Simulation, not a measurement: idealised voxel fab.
This section sets out a process module, namely voxel double patterning.
We display cut, a cross-section 240 nm in width whose square cells are each 5 nm.
A cross-section is a grid of square cells, given in bands from the top down. A band is one or more rows of cells.
Look at the band entry: it leads with the top's height and the bottom's height in nm. Then it lists the materials left to right, with a width in nm for each. The word "throughout" on a single material says that material fills the band edge to edge. The word "blank" is empty space.
Basically, 0 is our baseline, since under it the wafer straight out of the box is all one material. The bottom band has no lower end and keeps on going down, so it looks like "from 0 down".
So if you see something like "30..40" for the width, read it as the top row of the band sitting at the first number and the bottom row at the second, with every row in between moving by the same amount as the last.
"everything unchanged" (step): cross-section cells unchanged, all of them.
You'll see "Voids lacking openings" listing empty spaces that have no way open to the top, as long as they're 8 cells or more; the notation is width x height at distance, where the distance is from the left edge, and all of it is in nm.
Text after the settings on a step's line: the simulator's own remark on that step.
You can add "overlay nm" to a step's line. For a step with a mask, it describes how far the mask lay to the right of its planned position, and a negative number describes a lay to the left.

The steps planned for the process are as follows:
1,RECEIVE: material Si
2,CONFORMAL_DEP: material SiO2, thk nm 5
3,DIRECTIONAL_DEP: material TiN, thk nm 20
4,DIRECTIONAL_DEP: material SiCN, thk nm 10
5,DIRECTIONAL_DEP: material aC, thk nm 10
6,PATTERN: tone open, mask id FIRST, material resist, width nm 15, pitch nm 50, thk nm 25, overlay nm 0
7,DIRECTIONAL_ETCH: etch materials aC, depth nm 10
8,STRIP: etch materials resist
9,DIRECTIONAL_ETCH: etch materials SiCN, depth nm 10
10,STRIP: etch materials aC
11,PATTERN: tone open, mask id SECOND, material resist, width nm 15, pitch nm 50, thk nm 20, overlay nm 0
12,DIRECTIONAL_ETCH: etch materials SiCN, depth nm 10
13,STRIP: etch materials resist
14,DIRECTIONAL_ETCH: etch materials TiN, depth nm 20
15,STRIP: etch materials SiCN

Wafer as received: cross-section following step 1:
from 0 down | Si throughout
Voids lacking openings: none

End-of-module XS, first of two wafers, run as planned:
from 25 to 5 | TiN (60)  blank (15)  TiN (10)  blank (15)  TiN (10)  blank (15)  TiN (10)  blank (15)  TiN (10)  blank (15)  TiN (65)
from 5 to 0 | SiO2 throughout
from 0 down | Si throughout
Voids lacking openings: none

Module end: cross-section of wafer two of two. Same start and process plan as the first wafer. One mistake during execution:
from 20 to 0 | TiN (60)  blank (15)  TiN (10)  blank (15)  TiN (10)  blank (15)  TiN (10)  blank (15)  TiN (10)  blank (15)  TiN (65)
from 0 down | Si throughout
Voids lacking openings: none
Which mistake was made when the wafer was run? step 2 of the plan: omitted, not performed
The second wafer ends with more or fewer cells of some materials than the first, per final count: SiO2: 48 fewer
